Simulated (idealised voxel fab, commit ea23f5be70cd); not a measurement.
The process module that follows is named voxel trench capacitor.
210 nm wide, 5 nm square cells: that's cross-section cut.
Notation: cross-section as square-cell grid; stated in bands, top first, going down; one or more cell rows per band.
For a band, the entry starts with two heights in nm, that of the top and then that of the bottom, and carries on with the band's materials in order from left to right, each alongside its width in nm; the word "edge to edge" beside a single material means it fills the band edge to edge, and "air" means empty space.
We count height from 0. Below that, the starting wafer is all one material. The lowest band never ends at the bottom but goes on down; see "from 0 down" for how that is written.
Width spec "30->40" -> top row of cells at first value, bottom row at second value, equal per-row change in between.
"no modifications" after a step means that no cell of the cross-section changed.
The entry "Voids, enclosed" lists the empty spaces that cover at least 8 cells and have no open path to the top. Each is written as width x height at distance, where the distance is measured from the left edge and all three values are in nm.
If you see something after the settings on a step's line, that's the simulator's own remark about that step.
overlay nm, on a step with a mask: how far to the right of its planned place the mask lay; to the left if negative

## Here's what the planned process steps look like
| 1 | RECEIVE with material Si |
| 2 | CONFORMAL_DEP with material SiN, thk nm 10 |
| 3 | DIRECTIONAL_DEP with material aC, thk nm 10 |
| 4 | PATTERN with tone open, mask id TRENCH, material resist, width nm 25, pitch nm 50, thk nm 25, overlay nm 0 |
| 5 | DIRECTIONAL_ETCH with etch materials aC, depth nm 10 |
| 6 | STRIP with etch materials resist |
| 7 | DIRECTIONAL_ETCH with etch materials SiN, depth nm 10 |
| 8 | DIRECTIONAL_ETCH with etch materials Si, depth nm 30 |
| 9 | STRIP with etch materials aC |
| 10 | CONFORMAL_DEP with material SiO2, thk nm 5 |
| 11 | FILL_DEP with material polySi, thk nm 5 |
| 12 | CMP with height nm 10 |

## This is the cross-section of the wafer as we received it, i.e. after step 1
* from 0 down: Si edge to edge
* Voids, enclosed: none

## Cross-section: first of two wafers, module finished, run according to plan
* from 10 to 0: SiN=15, SiO2=5, polySi=15, SiO2=5, SiN=25, SiO2=5, polySi=15, SiO2=5, SiN=25, SiO2=5, polySi=15, SiO2=5, SiN=25, SiO2=5, polySi=15, SiO2=5, SiN=20
* from 0 to -25: Si=15, SiO2=5, polySi=15, SiO2=5, Si=25, SiO2=5, polySi=15, SiO2=5, Si=25, SiO2=5, polySi=15, SiO2=5, Si=25, SiO2=5, polySi=15, SiO2=5, Si=20
* from -25 to -30: Si=15, SiO2=25, Si=25, SiO2=25, Si=25, SiO2=25, Si=25, SiO2=25, Si=20
* from -30 down: Si edge to edge
* Voids, enclosed: none

## Second of two wafers, module complete, sectioned: it shares the first wafer's start and plan but was run with one mistake
* from 10 to 0: SiN=15, aC=5, polySi=15, aC=5, SiN=25, aC=5, polySi=15, aC=5, SiN=25, aC=5, polySi=15, aC=5, SiN=25, aC=5, polySi=15, aC=5, SiN=20
* from 0 to -25: Si=15, aC=5, polySi=15, aC=5, Si=25, aC=5, polySi=15, aC=5, Si=25, aC=5, polySi=15, aC=5, Si=25, aC=5, polySi=15, aC=5, Si=20
* from -25 to -30: Si=15, aC=25, Si=25, aC=25, Si=25, aC=25, Si=25, aC=25, Si=20
* from -30 down: Si edge to edge
* Voids, enclosed: none
Nonconformance to the process plan: not per plan at step 10, really ran CONFORMAL_DEP with material aC, thk nm 5
Final comparison by cell count, materials where the second wafer has more or fewer than the first: 76 fewer of SiO2, 76 more of aC
